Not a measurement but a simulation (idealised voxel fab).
process module | voxel fin reveal
In the cross-section labelled cut, the width is 270 nm and each square cell is 5 nm.
Notation: cross-section as square-cell grid; stated in bands, top first, going down; one or more cell rows per band.
Look at the band entry: it leads with the top's height and the bottom's height in nm. Then it lists the materials left to right, with a width in nm for each. The word "all across" on a single material says that material fills the band edge to edge. The word "blank" is empty space.
Where do heights start? At 0: under that level the wafer as delivered is made of one material only. And the lowest band has no floor; it just carries on downward, as in "z 0 and below".
The notation "30 to 40" denotes a width that varies across the rows of cells in the band, beginning at the first number in the top row, finishing at the second number in the bottom row, and changing by an identical amount from each row to the next.
Basically "remains unaltered" means that step didn't change any cell in the cross-section.
The label "Entrapped void list" introduces a list of the empty spaces, 8 cells or larger, that have no open way up to the top; each entry in it reads width x height at distance, where the distance is taken from the left edge and all three are stated in nm.
What comes after the settings on a step's line is commentary from the simulator itself on that step.
overlay nm: right-of-plan distance of the mask on a masked step; negative values mean left-of-plan.

Listed below are the process steps as planned
1 op RECEIVE | material Si
2 op CONFORMAL_DEP | material SiN | thk nm 10
3 op MASKED_ETCH | tone cover | mask id FINS | width nm 15 | pitch nm 40 | etch materials SiN | depth nm 10 | overlay nm 0
4 op MASKED_ETCH | tone cover | mask id FINS | width nm 15 | pitch nm 40 | etch materials Si | depth nm 30 | overlay nm 0
5 op OXIDIZE | depth nm 5
6 op FILL_DEP | material SiO2 | thk nm 5
7 op CMP | height nm 10
8 op SELECTIVE_ETCH | etch materials SiO2 | depth nm 30
9 op STRIP | etch materials SiN
10 op CONFORMAL_DEP | material HfO2 | thk nm 5

Cross-section: wafer on arrival = after step 1
- z 0 and below  Si all across
- Entrapped void list: none

The plan above was carried out on the starting structure above with one mistake, and this cross-section shows the wafer at the end of the module
- z 15 to 0  blank (95), then HfO2 (35), then blank (5), then HfO2 (35), then blank (100)
- z 0 to -5  blank (95), then HfO2 (15), then Si (5), then HfO2 (15), then blank (5), then HfO2 (15), then Si (5), then HfO2 (15), then blank (100)
- z -5 to -20  HfO2 (110), then Si (5), then HfO2 (35), then Si (5), then HfO2 (115)
- z -20 to -35  SiO2 (110), then Si (5), then SiO2 (35), then Si (5), then SiO2 (115)
- z -35 and below  Si all across
- Entrapped void list: none
Want to know what went wrong? in deviation from the planned setting, step 10 was conducted as op CONFORMAL_DEP | material HfO2 | thk nm 15
